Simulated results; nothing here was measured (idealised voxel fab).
process module | voxel ribs on slabs
Each square cell in cross-section cut measures 5 nm, and the section as a whole is 270 nm wide.
We lay out every cross-section as a grid of square cells and spell it out in bands from the top down, where one band means one or more rows of cells. In this notation a band is specified by the heights of its top and bottom, in that order and in nm, after which its materials appear from left to right, each paired with its width in nm. The word "everywhere" attached to a single material means that material fills the band from edge to edge; the word "blank" stands for empty space. Note: height 0 marks the level under which the wafer is uniformly one material as received. Lowest band unbounded below, written "from 0 down". Graded width ("30 to 40"): value in top row of band = first number; value in bottom row = second number; row-to-row change constant. For the purposes of this document, the phrase "stayed the same" attached to a step denotes that no cell within the cross-section was modified by that step. You'll see "Enclosed internal voids" listing empty spaces that have no way open to the top, as long as they're 8 cells or more; the notation is width x height at distance, where the distance is from the left edge, and all of it is in nm. Read whatever lies past the settings on a step's line as the simulator's own remark about the step. Steps that use a mask can have "overlay nm" on their line. It says how far the mask sat to the right of where it was meant to be. Negative means to the left.

### Process steps (planned)
1) RECEIVE: material Si
2) DIRECTIONAL_DEP: material SiO2, thk nm 30
3) DIRECTIONAL_DEP: material polySi, thk nm 20
4) PATTERN: tone cover, mask id RIB, material resist, width nm 20, thk nm 15, overlay nm 0
5) DIRECTIONAL_ETCH: etch materials polySi, depth nm 5
6) STRIP: etch materials resist
7) DIRECTIONAL_DEP: material aC, thk nm 15
8) PATTERN: tone cover, mask id SLAB, material resist, width nm 50, thk nm 35, overlay nm 0
9) DIRECTIONAL_ETCH: etch materials aC, depth nm 15
10) STRIP: etch materials resist
11) DIRECTIONAL_ETCH: etch materials polySi, depth nm 15
12) STRIP: etch materials aC
13) FILL_DEP: material SiO2, thk nm 25
14) CMP: height nm 65
15) DIRECTIONAL_DEP: material TiN, thk nm 5
16) PATTERN: tone cover, mask id HEATER, material resist, width nm 30, thk nm 15, overlay nm 0
17) DIRECTIONAL_ETCH: etch materials TiN, depth nm 5
18) STRIP: etch materials resist
19) CONFORMAL_DEP: material SiO2, thk nm 10

### Cross-section, incoming material, after step 1
> from 0 down: Si everywhere
> Enclosed internal voids: none

### Look at the cross-section after the module: the wafer started out the way shown above and the plan was the one shown above, yet one mistake was made along the way
> from 80 to 75: blank=110  SiO2=50  blank=110
> from 75 to 70: SiO2 everywhere
> from 70 to 65: SiO2=120  TiN=30  SiO2=120
> from 65 to 60: SiO2=110  polySi=50  SiO2=110
> from 60 to 0: SiO2 everywhere
> from 0 down: Si everywhere
> Enclosed internal voids: none
The plan and the run diverged here: step 2 of the plan was executed twice over
